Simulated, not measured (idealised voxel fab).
Name of the process module below: voxel spacer lines
The width of the displayed cross-section, cut, is 175 nm; its cells are square, with a size of 5 nm.
Square cells in a grid make up a cross-section in this document, and the grid is given as bands, listed from the top down, each one or more rows of cells. The entry gives the band's vertical extent as a top height and a bottom height in nm, then its horizontal make-up as materials from left to right, each with a width in nm. "air" stands for empty space; a single material marked "edge to edge" fills the band edge to edge. Below 0: as-received wafer, all one material; heights counted from there. Lowest band: no bottom, goes on down, written "0 -> down". When a width is written as two numbers, as in "30..40", the first number is the width in the top row of cells of the band and the second is the width in its bottom row, and the width changes by the same amount from each row to the next. For the purposes of this document, the phrase "nothing got changed" attached to a step denotes that no cell within the cross-section was modified by that step. Any empty space of 8 cells or more lacking an open way to the top shows up in "Voids, enclosed" as width x height at distance, distance from the left edge, in nm. If you see something after the settings on a step's line, that's the simulator's own remark about that step. Regarding "overlay nm": on a step with a mask, it is the distance the mask lay to the right of its planned place; a negative value places it to the left.
Steps in the process plan
1: RECEIVE [material Si]
2: CONFORMAL_DEP [material Al2O3] [thk nm 10]
3: DIRECTIONAL_DEP [material TiN] [thk nm 10]
4: DIRECTIONAL_DEP [material aC] [thk nm 30]
5: PATTERN [tone cover] [mask id MANDREL] [material resist] [width nm 20] [pitch nm 60] [thk nm 40] [overlay nm 0]
6: DIRECTIONAL_ETCH [etch materials aC] [depth nm 30]
7: STRIP [etch materials resist]
8: CONFORMAL_DEP [material SiN] [thk nm 10]
9: DIRECTIONAL_ETCH [etch materials SiN] [depth nm 5]
10: STRIP [etch materials aC]
11: DIRECTIONAL_ETCH [etch materials TiN] [depth nm 10]
12: STRIP [etch materials SiN]
Variable across wafers: step 9 depth nm (plan value is that of the first wafer; starting state common to all).
As-received state after step 1, first of several wafers, cross-section
  0 -> down: Si edge to edge
  Voids, enclosed: none
The table below has one row for each wafer; a row shows, as of the end of the module, how many cells of each material the wafer has gained, marked (+), or lost, marked (-), since it was received, and then the wafer's closed voids
depth nm 5; +70 Al2O3; +70 TiN; +48 aC; Voids, enclosed: none
depth nm 10; +70 Al2O3; +16 TiN; Voids, enclosed: none
depth nm 15; +70 Al2O3; +16 TiN; Voids, enclosed: none
depth nm 20; +70 Al2O3; +16 TiN; Voids, enclosed: none
depth nm 25; +70 Al2O3; +16 TiN; Voids, enclosed: none
